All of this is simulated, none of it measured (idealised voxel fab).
The process module that follows is named voxel fin reveal.
The cross-section shown here is cut; it is 250 nm wide and divided into square cells measuring 5 nm on a side.
A cross-section is a grid of square cells, given in bands from the top down. A band is one or more rows of cells.
The entry gives the band's vertical extent as a top height and a bottom height in nm, then its horizontal make-up as materials from left to right, each with a width in nm. "air" stands for empty space; a single material marked "all across" fills the band edge to edge.
The reference from which all heights are counted is 0, the level beneath which the as-received wafer is entirely one material; the lowest band, having no lower bound, proceeds downward and is written after the example "from 0 down".
Read "30 to 40" as a graded width: first number on top, second number at the bottom, same change between each pair of neighbouring rows.
It should be understood that the words "stayed the same", when stated for a given step, signify that the cross-section underwent no change in any of its cells during that step.
Closed-off voids of 8+ cells (no open route to the top) go in "Fully enclosed voids", written width x height at distance from the left edge, in nm.
Anything after a step's settings on that line? It's the simulator's own note about the step.
For masked steps, "overlay nm" on the step line gives how far right of plan the mask actually lay; a minus sign means it lay to the left.
[List of planned process steps]
1. RECEIVE with material Si
2. CONFORMAL_DEP with material SiN, thk nm 5
3. DIRECTIONAL_DEP with material aC, thk nm 15
4. PATTERN with tone cover, mask id FINS, material resist, width nm 15, pitch nm 35, thk nm 30, overlay nm 0
5. DIRECTIONAL_ETCH with etch materials aC, depth nm 15
6. STRIP with etch materials resist
7. DIRECTIONAL_ETCH with etch materials SiN, depth nm 5
8. DIRECTIONAL_ETCH with etch materials Si, depth nm 35
9. STRIP with etch materials aC
10. OXIDIZE with depth nm 5
11. FILL_DEP with material SiO2, thk nm 5
12. CMP with height nm 5
13. SELECTIVE_ETCH with etch materials SiO2, depth nm 20
14. STRIP with etch materials SiN
15. CONFORMAL_DEP with material SiO2, thk nm 5
[So this is the incoming wafer in cross-section - it's already been through step 1]
  from 0 down | Si all across
  Fully enclosed voids: none
[The module was run from the start shown above using the plan shown above, but one mistake was made doing it; the resulting wafer cross-section is below]
  from 0 to -15 | air (105) | Si (5) | air (30) | Si (5) | air (105)
  from -15 to -40 | SiO2 (105) | Si (5) | SiO2 (30) | Si (5) | SiO2 (105)
  from -40 down | Si all across
  Fully enclosed voids: none
Nonconformance to the process plan: step 15 of the plan: omitted, not performed
